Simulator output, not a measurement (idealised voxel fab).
Process module under the name voxel gate over fins
We display cut, a cross-section 295 nm in width whose square cells are each 5 nm.
Format of a cross-section: grid, square cells. Given as bands. Order: top down. Band: one or more rows of cells. Basically the band line says how high the top is and how high the bottom is, in nm, and then what's in it from left to right, every material with its width in nm. Empty space shows up as "blank", and if a single material carries "throughout" it runs the full band edge to edge. Measure heights from 0. That's the level where, below it, the as-received wafer is all one material. The lowest band is bottomless and extends downward; write it as in "0 nm and below". Width "30..40": first value at the band's top row of cells, second value at its bottom row, equal change from row to row. When a step is marked "identical to before", none of the cells in the cross-section changed during that step. What "Closed cavities" gives you is every empty space of 8 cells or more that is cut off from the top. Each appears as width x height at distance, with the distance taken from the left edge and width, height and distance all in nm. Post-settings text on a step line: simulator's own remark regarding the step. A step's line can hold "overlay nm"; with a mask on that step, the setting says how far right of the planned place the mask lay, while a negative setting says it lay to the left.

### This section lists the process steps that were planned
1,RECEIVE,material Si
2,CONFORMAL_DEP,material SiN,thk nm 10
3,MASKED_ETCH,tone cover,mask id FINS,width nm 15,pitch nm 55,etch materials SiN,depth nm 10,overlay nm 0
4,MASKED_ETCH,tone cover,mask id FINS,width nm 15,pitch nm 55,etch materials Si,depth nm 35,overlay nm 0
5,FILL_DEP,material SiO2,thk nm 10
6,CMP,height nm 10
7,PATTERN,tone open,mask id RAIL,material resist,width nm 15,thk nm 15,overlay nm 0
8,DIRECTIONAL_ETCH,etch materials SiO2,depth nm 40
9,STRIP,etch materials resist
10,CONFORMAL_DEP,material TiN,thk nm 5
11,FILL_DEP,material Ru,thk nm 5
12,CMP,height nm 10
13,SELECTIVE_ETCH,etch materials W Ru TiN,depth nm 30
14,FILL_DEP,material SiO2,thk nm 5
15,CMP,height nm 10
16,SELECTIVE_ETCH,etch materials SiO2,depth nm 25
17,STRIP,etch materials SiN
18,CONFORMAL_DEP,material HfO2,thk nm 5
19,CONFORMAL_DEP,material TiN,thk nm 5
20,FILL_DEP,material W,thk nm 10
21,CMP,height nm 15
22,CONFORMAL_DEP,material SiCN,thk nm 10

### Cross-section of the wafer as it came to us, i.e., already through step 1
* 0 nm and below  Si throughout
* Closed cavities: none

### Cross-section: first of two wafers, module finished, run according to plan
* 25 nm to 15 nm  SiCN throughout
* 15 nm to 10 nm  W throughout
* 10 nm to 5 nm  100 nm W / 35 nm TiN / 20 nm W / 35 nm TiN / 105 nm W
* 5 nm to 0 nm  100 nm W / 5 nm TiN / 25 nm HfO2 / 5 nm TiN / 20 nm W / 5 nm TiN / 25 nm HfO2 / 5 nm TiN / 105 nm W
* 0 nm to -5 nm  100 nm W / 5 nm TiN / 5 nm HfO2 / 15 nm Si / 5 nm HfO2 / 5 nm TiN / 20 nm W / 5 nm TiN / 5 nm HfO2 / 15 nm Si / 5 nm HfO2 / 5 nm TiN / 105 nm W
* -5 nm to -10 nm  105 nm TiN / 5 nm HfO2 / 15 nm Si / 5 nm HfO2 / 30 nm TiN / 5 nm HfO2 / 15 nm Si / 5 nm HfO2 / 110 nm TiN
* -10 nm to -15 nm  110 nm HfO2 / 15 nm Si / 40 nm HfO2 / 15 nm Si / 115 nm HfO2
* -15 nm to -20 nm  110 nm SiO2 / 15 nm Si / 40 nm SiO2 / 15 nm Si / 115 nm SiO2
* -20 nm to -25 nm  110 nm SiO2 / 15 nm Si / 10 nm SiO2 / 5 nm TiN / 5 nm Ru / 5 nm TiN / 15 nm SiO2 / 15 nm Si / 115 nm SiO2
* -25 nm to -30 nm  110 nm SiO2 / 15 nm Si / 10 nm SiO2 / 15 nm TiN / 15 nm SiO2 / 15 nm Si / 115 nm SiO2
* -30 nm to -35 nm  110 nm SiO2 / 15 nm Si / 40 nm SiO2 / 15 nm Si / 115 nm SiO2
* -35 nm and below  Si throughout
* Closed cavities: none

### Cross-section of the latter of the two wafers at module completion. It had an identical start and an identical plan to the former; in running it, one mistake was made
* 25 nm to 15 nm  SiCN throughout
* 15 nm to 5 nm  115 nm HfO2 / 5 nm TiN / 50 nm HfO2 / 5 nm TiN / 120 nm HfO2
* 5 nm to 0 nm  HfO2 throughout
* 0 nm to -35 nm  110 nm HfO2 / 15 nm Si / 40 nm HfO2 / 15 nm Si / 115 nm HfO2
* -35 nm and below  Si throughout
* Closed cavities: none
Where did the run depart from the plan? in deviation from the planned setting, step 5 was conducted as FILL_DEP,material HfO2,thk nm 10
FYI, end of process, the second wafer has more or fewer cells of some materials than the first: HfO2 +473; Ru -1; SiO2 -206; TiN -72; W -194
